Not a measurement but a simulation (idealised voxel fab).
The following is a process module called voxel capacitor over wiring.
For reference, the cross-section in this document is cut, with width 170 nm and square cells of 5 nm.
A cross-section in this document is a grid of square cells, and it is written down as bands, the top band listed before the ones below it; a band is made up of one or more rows of cells.
Quick guide to a band line: top height, bottom height (nm) up front; then every material left to right with its width in nm. Only one material and it's marked "throughout"? Then it fills the band edge to edge. And "empty" just means empty space.
Height 0 is the level under which the wafer as received is all one material. The lowest band goes on downwards, as in "0 -> down".
You'd read "30->40" like this: the band's top row of cells is as wide as the first number, its bottom row is as wide as the second, and going down, every row changes width by the same amount as the row before did.
"nothing was modified" (step): cross-section cells unchanged, all of them.
Each empty space that has no open way to the top and spans at least 8 cells appears under "Trapped cavities" as width x height at distance, the distance counted from the left edge, all in nm.
On a step's line, text after the settings is the simulator commenting on that step.
If you see "overlay nm" on a step's line and that step has a mask, it's telling you how far right of where it was planned the mask ended up; a negative number means it went left instead.
# Here's what the planned process steps look like
- 1: RECEIVE, material Si
- 2: CONFORMAL_DEP, material SiO2, thk nm 10
- 3: DIRECTIONAL_DEP, material TiN, thk nm 5
- 4: DIRECTIONAL_DEP, material Ru, thk nm 15
- 5: MASKED_ETCH, tone cover, mask id METAL_1, width nm 20, pitch nm 80, etch materials Ru, depth nm 15, overlay nm 0
- 6: MASKED_ETCH, tone cover, mask id METAL_1, width nm 20, pitch nm 80, etch materials TiN, depth nm 5, overlay nm 0
- 7: FILL_DEP, material SiO2, thk nm 5
- 8: CMP, height nm 30
- 9: CONFORMAL_DEP, material SiCN, thk nm 5
- 10: DIRECTIONAL_DEP, material SiO2, thk nm 10
- 11: DIRECTIONAL_DEP, material aC, thk nm 10
- 12: PATTERN, tone open, mask id PLUG_1, material resist, width nm 15, thk nm 25, overlay nm 0
- 13: DIRECTIONAL_ETCH, etch materials aC, depth nm 10
- 14: STRIP, etch materials resist
- 15: DIRECTIONAL_ETCH, etch materials SiO2, depth nm 10
- 16: DIRECTIONAL_ETCH, etch materials SiCN, depth nm 5
- 17: STRIP, etch materials aC
- 18: CONFORMAL_DEP, material TiN, thk nm 5
- 19: FILL_DEP, material Cu, thk nm 5
- 20: CMP, height nm 45
- 21: DIRECTIONAL_DEP, material TiN, thk nm 10
- 22: DIRECTIONAL_DEP, material Al2O3, thk nm 5
- 23: DIRECTIONAL_DEP, material TiN, thk nm 10
- 24: MASKED_ETCH, tone cover, mask id UPPER_PLATE, width nm 65, etch materials TiN, depth nm 10, overlay nm 0
- 25: MASKED_ETCH, tone cover, mask id UPPER_PLATE, width nm 65, etch materials Al2O3, depth nm 5, overlay nm 0
- 26: PATTERN, tone cover, mask id LOWER_PLATE, material resist, width nm 75, thk nm 20, overlay nm 0
- 27: DIRECTIONAL_ETCH, etch materials TiN, depth nm 10
- 28: STRIP, etch materials resist
- 29: FILL_DEP, material SiO2, thk nm 15
- 30: CMP, height nm 80
- 31: PATTERN, tone open, mask id PLUG_2, material resist, width nm 15, thk nm 20, overlay nm 0
- 32: DIRECTIONAL_ETCH, etch materials SiO2, depth nm 10
- 33: STRIP, etch materials resist
- 34: CONFORMAL_DEP, material TiN, thk nm 5
- 35: FILL_DEP, material Ru, thk nm 10
- 36: CMP, height nm 80
- 37: CONFORMAL_DEP, material SiN, thk nm 5
# Cross-sectional view of the wafer in its as-received condition, corresponding to the state after step 1
* 0 -> down | Si throughout
* Trapped cavities: none
# Post-module cross-section: identical start and plan to those above, one misstep in execution
* 85 -> 80 | SiN throughout
* 80 -> 75 | SiO2 50 nm; TiN 5 nm; Ru 5 nm; TiN 5 nm; SiO2 105 nm
* 75 -> 70 | SiO2 50 nm; TiN 15 nm; SiO2 105 nm
* 70 -> 60 | SiO2 40 nm; TiN 65 nm; SiO2 65 nm
* 60 -> 55 | SiO2 40 nm; Al2O3 65 nm; SiO2 65 nm
* 55 -> 45 | SiO2 35 nm; TiN 75 nm; SiO2 60 nm
* 45 -> 35 | SiO2 40 nm; TiN 5 nm; Cu 5 nm; TiN 5 nm; SiO2 115 nm
* 35 -> 30 | SiCN 40 nm; TiN 15 nm; SiCN 115 nm
* 30 -> 15 | SiO2 40 nm; Ru 15 nm; SiO2 65 nm; Ru 15 nm; SiO2 35 nm
* 15 -> 10 | SiO2 35 nm; TiN 20 nm; SiO2 60 nm; TiN 20 nm; SiO2 35 nm
* 10 -> 0 | SiO2 throughout
* 0 -> down | Si throughout
* Trapped cavities: none
What went wrong in running the wafer? step 5 was not run as planned; what actually ran was MASKED_ETCH, tone cover, mask id METAL_1, width nm 15, pitch nm 80, etch materials Ru, depth nm 15, overlay nm 0
